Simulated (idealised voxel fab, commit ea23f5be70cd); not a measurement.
process module | voxel released beams
cross-section cut | 195 nm wide | cells 5 nm
A cross-section is a grid of square cells, given in bands from the top down. A band is one or more rows of cells.
Each band's line starts with the height of the band's top and of its bottom, in nm. Then come its materials from left to right, each with its width in nm. One material with "throughout" fills the band from edge to edge. "air" is empty space.
Height 0 is the level under which the wafer as received is all one material. The lowest band goes on downwards, as in "0 down".
A width such as "30 to 40" changes by the same amount from each row of cells to the next, from the band's top row to its bottom row.
"no change" after a step means that no cell of the cross-section changed.
closed voids: empty space of 8 cells or more with no open way to the top, each as width x height at its distance from the left edge, in nm
after a step's settings: what the simulator itself notes on the step
overlay nm, on a step with a mask: how far to the right of its planned place the mask lay; to the left if negative
plan
1 op RECEIVE | material Si
2 op CONFORMAL_DEP | material SiN | thk nm 5
3 op DIRECTIONAL_DEP | material SiO2 | thk nm 10
4 op DIRECTIONAL_DEP | material aC | thk nm 10
5 op PATTERN | tone open | mask id ANCHOR | material resist | width nm 40 | thk nm 30 | overlay nm 0
6 op DIRECTIONAL_ETCH | etch materials aC | depth nm 10
7 op STRIP | etch materials resist
8 op DIRECTIONAL_ETCH | etch materials SiO2 | depth nm 10
9 op STRIP | etch materials aC
10 op CONFORMAL_DEP | material W | thk nm 15
11 op MASKED_ETCH | tone cover | mask id BEAM | width nm 110 | etch materials W | depth nm 15 | overlay nm 0
12 op STRIP | etch materials SiO2
as received, after step 1
  0 down: Si throughout
  closed voids: none
first wafer at the end, as planned
  30 to 20: air 40 | W 20 | air 10 | W 80 | air 45
  20 to 15: air 40 | W 110 | air 45
  15 to 5: air 45 | W 40 | air 110
  5 to 0: SiN throughout
  0 down: Si throughout
  closed voids: none
second wafer at the end: like start, like plan, one mistake
  30 to 20: air 40 | W 60 | air 95
  20 to 15: air 40 | W 110 | air 45
  15 to 5: air 30 | W 15 | SiO2 40 | W 65 | air 45
  5 to 0: SiN throughout
  0 down: Si throughout
  closed voids: none
what went wrong: step 5 ran as: op PATTERN | tone cover | mask id ANCHOR | material resist | width nm 40 | thk nm 30 | overlay nm 0
at the end the second wafer has, in cells: 16 more of SiO2
